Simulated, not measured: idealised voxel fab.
Process module, titled voxel wiring stack
The cross-section shown here is cut; it is 205 nm wide and divided into square cells measuring 5 nm on a side.
In what follows, cross-sections appear as grids of square cells, described through bands that run from the top down, where every band is one or more rows of cells. Each band's line starts with the height of the band's top and of its bottom, in nm. Then come its materials from left to right, each with its width in nm. One material with "everywhere" fills the band from edge to edge. "blank" is empty space. We count height from 0. Below that, the starting wafer is all one material. The lowest band never ends at the bottom but goes on down; see "0 and below" for how that is written. A two-number width, for instance "30 to 40", indicates that the width is equal to the first number in the top row of the band and to the second number in the bottom row, and that it changes by a constant amount per row of cells. Reading "stayed the same" for a step: not a cell of the cross-section changed in it. For the entry "Unvented internal voids", the listed items are empty spaces with no open way to the top whose size is 8 cells or more; each item follows the pattern width x height at distance, where distance is from the left edge and all three are in nm. after a step's settings: what the simulator itself notes on the step. When a step includes a mask, the "overlay nm" setting on its line states how far to the right of its planned place that mask lay, and negative values state how far to the left.

The process steps that were planned are listed below:
1 RECEIVE | material Si
2 CONFORMAL_DEP | material SiO2 | thk nm 15
3 DIRECTIONAL_DEP | material TiN | thk nm 5
4 DIRECTIONAL_DEP | material W | thk nm 20
5 DIRECTIONAL_DEP | material aC | thk nm 10
6 PATTERN | tone cover | mask id METAL_1 | material resist | width nm 20 | pitch nm 35 | thk nm 30 | overlay nm 0
7 DIRECTIONAL_ETCH | etch materials aC | depth nm 10
8 STRIP | etch materials resist
9 DIRECTIONAL_ETCH | etch materials W | depth nm 20
10 DIRECTIONAL_ETCH | etch materials TiN | depth nm 5
11 STRIP | etch materials aC
12 CONFORMAL_DEP | material SiN | thk nm 5
13 FILL_DEP | material SiO2 | thk nm 5
14 CMP | height nm 40
15 CONFORMAL_DEP | material SiCN | thk nm 5
16 DIRECTIONAL_DEP | material lowk | thk nm 30
17 MASKED_ETCH | tone open | mask id METAL_2_HOLES | width nm 15 | pitch nm 70 | etch materials lowk | depth nm 30 | overlay nm 0
18 PATTERN | tone open | mask id METAL_2 | material resist | width nm 20 | pitch nm 35 | thk nm 20 | overlay nm 0
19 DIRECTIONAL_ETCH | etch materials lowk | depth nm 15
20 DIRECTIONAL_ETCH | etch materials SiCN | depth nm 5
21 STRIP | etch materials resist
22 CONFORMAL_DEP | material TiN | thk nm 5
23 FILL_DEP | material Ru | thk nm 5
24 CMP | height nm 75
25 CONFORMAL_DEP | material SiCN | thk nm 5
26 DIRECTIONAL_DEP | material SiO2 | thk nm 35
27 DIRECTIONAL_DEP | material aC | thk nm 15
28 PATTERN | tone open | mask id METAL_3 | material resist | width nm 20 | pitch nm 35 | thk nm 30 | overlay nm 0
29 DIRECTIONAL_ETCH | etch materials aC | depth nm 15
30 STRIP | etch materials resist
31 DIRECTIONAL_ETCH | etch materials SiO2 | depth nm 20
32 STRIP | etch materials aC
33 MASKED_ETCH | tone open | mask id METAL_3_HOLES | width nm 15 | pitch nm 70 | etch materials SiO2 | depth nm 15 | overlay nm 0
34 MASKED_ETCH | tone open | mask id METAL_3_HOLES | width nm 15 | pitch nm 70 | etch materials SiCN | depth nm 5 | overlay nm 0
35 CONFORMAL_DEP | material TiN | thk nm 5
36 FILL_DEP | material Ru | thk nm 5
37 CMP | height nm 115
38 CONFORMAL_DEP | material SiCN | thk nm 5
39 DIRECTIONAL_DEP | material SiO2 | thk nm 35
40 DIRECTIONAL_DEP | material aC | thk nm 10
41 PATTERN | tone open | mask id METAL_4 | material resist | width nm 20 | pitch nm 35 | thk nm 25 | overlay nm 0
42 DIRECTIONAL_ETCH | etch materials aC | depth nm 10
43 STRIP | etch materials resist
44 DIRECTIONAL_ETCH | etch materials SiO2 | depth nm 20
45 STRIP | etch materials aC
46 PATTERN | tone open | mask id METAL_4_HOLES | material resist | width nm 15 | pitch nm 70 | thk nm 20 | overlay nm 0
47 DIRECTIONAL_ETCH | etch materials SiO2 | depth nm 15
48 DIRECTIONAL_ETCH | etch materials SiCN | depth nm 5
49 STRIP | etch materials resist
50 CONFORMAL_DEP | material TiN | thk nm 5
51 FILL_DEP | material Cu | thk nm 10
52 CMP | height nm 155
53 CONFORMAL_DEP | material SiCN | thk nm 5

Cross-section: wafer on arrival = after step 1:
  0 and below = Si everywhere
  Unvented internal voids: none

End-of-module cross-section of the first of two wafers, processed as planned:
  160 down to 155 = SiCN everywhere
  155 down to 140 = SiO2 (40)  TiN (5)  Cu (10)  TiN (5)  SiO2 (15)  TiN (5)  Cu (10)  TiN (5)  SiO2 (15)  TiN (5)  Cu (10)  TiN (5)  SiO2 (15)  TiN (5)  Cu (10)  TiN (5)  SiO2 (40)
  140 down to 135 = SiO2 (40)  TiN (5)  Cu (5)  TiN (10)  SiO2 (15)  TiN (20)  SiO2 (15)  TiN (5)  Cu (5)  TiN (10)  SiO2 (15)  TiN (20)  SiO2 (40)
  135 down to 120 = SiO2 (40)  TiN (5)  Cu (5)  TiN (5)  SiO2 (55)  TiN (5)  Cu (5)  TiN (5)  SiO2 (80)
  120 down to 115 = SiCN (40)  TiN (15)  SiCN (55)  TiN (15)  SiCN (80)
  115 down to 100 = SiO2 (40)  TiN (5)  Ru (10)  TiN (5)  SiO2 (15)  TiN (5)  Ru (10)  TiN (5)  SiO2 (15)  TiN (5)  Ru (10)  TiN (5)  SiO2 (15)  TiN (5)  Ru (10)  TiN (5)  SiO2 (40)
  100 down to 95 = SiO2 (40)  TiN (5)  Ru (5)  TiN (10)  SiO2 (15)  TiN (20)  SiO2 (15)  TiN (5)  Ru (5)  TiN (10)  SiO2 (15)  TiN (20)  SiO2 (40)
  95 down to 80 = SiO2 (40)  TiN (5)  Ru (5)  TiN (5)  SiO2 (55)  TiN (5)  Ru (5)  TiN (5)  SiO2 (80)
  80 down to 75 = SiCN (40)  TiN (15)  SiCN (55)  TiN (15)  SiCN (80)
  75 down to 65 = lowk (40)  TiN (5)  Ru (10)  TiN (5)  lowk (15)  TiN (5)  Ru (10)  TiN (5)  lowk (15)  TiN (5)  Ru (10)  TiN (5)  lowk (15)  TiN (5)  Ru (10)  TiN (5)  lowk (40)
  65 down to 60 = lowk (40)  TiN (5)  Ru (5)  TiN (10)  lowk (15)  TiN (20)  lowk (15)  TiN (5)  Ru (5)  TiN (10)  lowk (15)  TiN (20)  lowk (40)
  60 down to 45 = lowk (40)  TiN (5)  Ru (5)  TiN (5)  lowk (55)  TiN (5)  Ru (5)  TiN (5)  lowk (80)
  45 down to 40 = SiCN (40)  TiN (15)  SiCN (55)  TiN (15)  SiCN (80)
  40 down to 20 = SiO2 (35)  SiN (5)  W (20)  SiN (5)  SiO2 (5)  SiN (5)  W (20)  SiN (5)  SiO2 (5)  SiN (5)  W (20)  SiN (5)  SiO2 (5)  SiN (5)  W (20)  SiN (5)  SiO2 (35)
  20 down to 15 = SiN (40)  TiN (20)  SiN (15)  TiN (20)  SiN (15)  TiN (20)  SiN (15)  TiN (20)  SiN (40)
  15 down to 0 = SiO2 everywhere
  0 and below = Si everywhere
  Unvented internal voids: none

Second of two wafers, module complete, sectioned: it shares the first wafer's start and plan but was run with one mistake:
  160 down to 155 = SiCN everywhere
  155 down to 140 = SiO2 (40)  TiN (5)  Cu (10)  TiN (5)  SiO2 (15)  TiN (5)  Cu (10)  TiN (5)  SiO2 (15)  TiN (5)  Cu (10)  TiN (5)  SiO2 (15)  TiN (5)  Cu (10)  TiN (5)  SiO2 (40)
  140 down to 135 = SiO2 (40)  TiN (5)  Cu (5)  TiN (10)  SiO2 (15)  TiN (20)  SiO2 (15)  TiN (5)  Cu (5)  TiN (10)  SiO2 (15)  TiN (20)  SiO2 (40)
  135 down to 120 = SiO2 (40)  TiN (5)  Cu (5)  TiN (5)  SiO2 (55)  TiN (5)  Cu (5)  TiN (5)  SiO2 (80)
  120 down to 115 = SiCN (40)  TiN (15)  SiCN (55)  TiN (15)  SiCN (80)
  115 down to 100 = SiO2 (40)  TiN (5)  Ru (10)  TiN (5)  SiO2 (15)  TiN (5)  Ru (10)  TiN (5)  SiO2 (15)  TiN (5)  Ru (10)  TiN (5)  SiO2 (15)  TiN (5)  Ru (10)  TiN (5)  SiO2 (40)
  100 down to 95 = SiO2 (40)  TiN (5)  Ru (5)  TiN (10)  SiO2 (15)  TiN (20)  SiO2 (15)  TiN (5)  Ru (5)  TiN (10)  SiO2 (15)  TiN (20)  SiO2 (40)
  95 down to 80 = SiO2 (40)  TiN (5)  Ru (5)  TiN (5)  SiO2 (55)  TiN (5)  Ru (5)  TiN (5)  SiO2 (80)
  80 down to 75 = SiCN (40)  TiN (15)  SiCN (55)  TiN (15)  SiCN (80)
  75 down to 60 = lowk (40)  TiN (5)  Ru (10)  TiN (5)  lowk (15)  TiN (5)  Ru (10)  TiN (5)  lowk (15)  TiN (5)  Ru (10)  TiN (5)  lowk (15)  TiN (5)  Ru (10)  TiN (5)  lowk (40)
  60 down to 55 = lowk (40)  TiN (5)  Ru (5)  TiN (10)  lowk (15)  TiN (20)  lowk (15)  TiN (5)  Ru (5)  TiN (10)  lowk (15)  TiN (20)  lowk (40)
  55 down to 45 = lowk (40)  TiN (5)  Ru (5)  TiN (5)  lowk (55)  TiN (5)  Ru (5)  TiN (5)  lowk (80)
  45 down to 40 = SiCN (40)  TiN (15)  SiCN (55)  TiN (15)  SiCN (80)
  40 down to 20 = SiO2 (35)  SiN (5)  W (20)  SiN (5)  SiO2 (5)  SiN (5)  W (20)  SiN (5)  SiO2 (5)  SiN (5)  W (20)  SiN (5)  SiO2 (5)  SiN (5)  W (20)  SiN (5)  SiO2 (35)
  20 down to 15 = SiN (40)  TiN (20)  SiN (15)  TiN (20)  SiN (15)  TiN (20)  SiN (15)  TiN (20)  SiN (40)
  15 down to 0 = SiO2 everywhere
  0 and below = Si everywhere
  Unvented internal voids: none
Misprocessing identified: step 19 did not use the planned setting and instead ran as DIRECTIONAL_ETCH | etch materials lowk | depth nm 20
The final cell counts differ between the wafers, with the second having more or fewer of some materials than the first: +6 Ru, +4 TiN, -10 lowk
